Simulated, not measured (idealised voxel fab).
Title: Process Module voxel capacitor over wiring
This is section cut - it's 285 nm across, gridded in 5 nm square cells.
Heads up, the way a cross-section reads in here is a grid of square cells, handed over as bands from the top down, with every band being one or more rows of cells. Heads up on the band format: heights come first, top then bottom, in nm. After that it's the materials left to right, each with its width in nm. A single material flagged "all across" fills the whole band edge to edge, and "air" means there's empty space there. The level at which height equals 0 is the one under which the wafer, as it arrives, is entirely one material. No lower edge exists for the bottom band, which continues downward and is notated as in "from 0 down". Width: "30..40" (first number = top row, second number = bottom row, same change from row to row of cells). "no modification" (step): cross-section cells unchanged, all of them. The entry "Closed void entries" lists the empty spaces that cover at least 8 cells and have no open path to the top. Each is written as width x height at distance, where the distance is measured from the left edge and all three values are in nm. It should be noted that, on the line of a given step, the content following the step's settings is a remark produced by the simulator itself with respect to that step. The line of a step may include "overlay nm". On a step with a mask, this value is how far to the right of its planned place the mask lay. A negative value means the mask lay to the left.
### Steps planned for the process
1,op RECEIVE | material Si
2,op CONFORMAL_DEP | material SiO2 | thk nm 15
3,op CONFORMAL_DEP | material SiCN | thk nm 5
4,op DIRECTIONAL_DEP | material SiO2 | thk nm 20
5,op DIRECTIONAL_DEP | material aC | thk nm 10
6,op PATTERN | tone open | mask id METAL_1 | material resist | width nm 20 | pitch nm 75 | thk nm 30 | overlay nm 0
7,op DIRECTIONAL_ETCH | etch materials aC | depth nm 10
8,op STRIP | etch materials resist
9,op DIRECTIONAL_ETCH | etch materials SiO2 | depth nm 20
10,op DIRECTIONAL_ETCH | etch materials SiCN | depth nm 5
11,op STRIP | etch materials aC
12,op CONFORMAL_DEP | material TiN | thk nm 5
13,op FILL_DEP | material Cu | thk nm 10
14,op CMP | height nm 40
15,op EPI | material Ru | thk nm 5
16,op FILL_DEP | material SiCN | thk nm 5
17,op DIRECTIONAL_DEP | material lowk | thk nm 10
18,op PATTERN | tone open | mask id PLUG_1 | material resist | width nm 15 | thk nm 15 | overlay nm 0
19,op DIRECTIONAL_ETCH | etch materials lowk | depth nm 10
20,op DIRECTIONAL_ETCH | etch materials SiCN | depth nm 5
21,op STRIP | etch materials resist
22,op CONFORMAL_DEP | material TiN | thk nm 5
23,op FILL_DEP | material W | thk nm 5
24,op CMP | height nm 60
25,op DIRECTIONAL_DEP | material TiN | thk nm 5
26,op DIRECTIONAL_DEP | material HfO2 | thk nm 5
27,op DIRECTIONAL_DEP | material TiN | thk nm 5
28,op PATTERN | tone cover | mask id UPPER_PLATE | material resist | width nm 60 | thk nm 15 | overlay nm 0
29,op DIRECTIONAL_ETCH | etch materials TiN | depth nm 5
30,op DIRECTIONAL_ETCH | etch materials HfO2 | depth nm 5
31,op STRIP | etch materials resist
32,op MASKED_ETCH | tone cover | mask id LOWER_PLATE | width nm 70 | etch materials TiN | depth nm 5 | overlay nm 0
33,op FILL_DEP | material SiO2 | thk nm 20
34,op CMP | height nm 90
35,op DIRECTIONAL_DEP | material aC | thk nm 10
36,op PATTERN | tone open | mask id PLUG_2 | material resist | width nm 15 | thk nm 30 | overlay nm 0
37,op DIRECTIONAL_ETCH | etch materials aC | depth nm 10
38,op STRIP | etch materials resist
39,op DIRECTIONAL_ETCH | etch materials SiO2 | depth nm 15
40,op STRIP | etch materials aC
41,op CONFORMAL_DEP | material TiN | thk nm 5
42,op FILL_DEP | material W | thk nm 5
43,op CMP | height nm 90
44,op CONFORMAL_DEP | material SiN | thk nm 5
### Delivered wafer in cross-section: state after step 1
> from 0 down | Si all across
> Closed void entries: none
### Final wafer profile in cross-section after the module, from the same start and plan as above, with one mistake made during processing
> from 95 to 90 | SiN all across
> from 90 to 80 | 110 of SiO2, then 5 of TiN, then 5 of W, then 5 of TiN, then 160 of SiO2
> from 80 to 70 | 110..100 of SiO2, then 15..60 of TiN, then 160..125 of SiO2
> from 70 to 65 | 100 of SiO2, then 60 of HfO2, then 125 of SiO2
> from 65 to 60 | 95 of SiO2, then 70 of TiN, then 120 of SiO2
> from 60 to 50 | 100 of lowk, then 5 of TiN, then 5 of W, then 5 of TiN, then 170 of lowk
> from 50 to 45 | 100 of SiCN, then 15 of TiN, then 170 of SiCN
> from 45 to 40 | 90 of SiCN, then 30 of Ru, then 45 of SiCN, then 30 of Ru, then 90 of SiCN
> from 40 to 25 | 95 of SiO2, then 5 of TiN, then 10 of Cu, then 5 of TiN, then 55 of SiO2, then 5 of TiN, then 10 of Cu, then 5 of TiN, then 95 of SiO2
> from 25 to 20 | 95 of SiO2, then 20 of TiN, then 55 of SiO2, then 20 of TiN, then 95 of SiO2
> from 20 to 5 | SiO2 all across
> from 5 to 0 | SiCN all across
> from 0 down | Si all across
> Closed void entries: none
what went wrong: contrary to the plan, steps 2 and 3 were processed in exchanged order
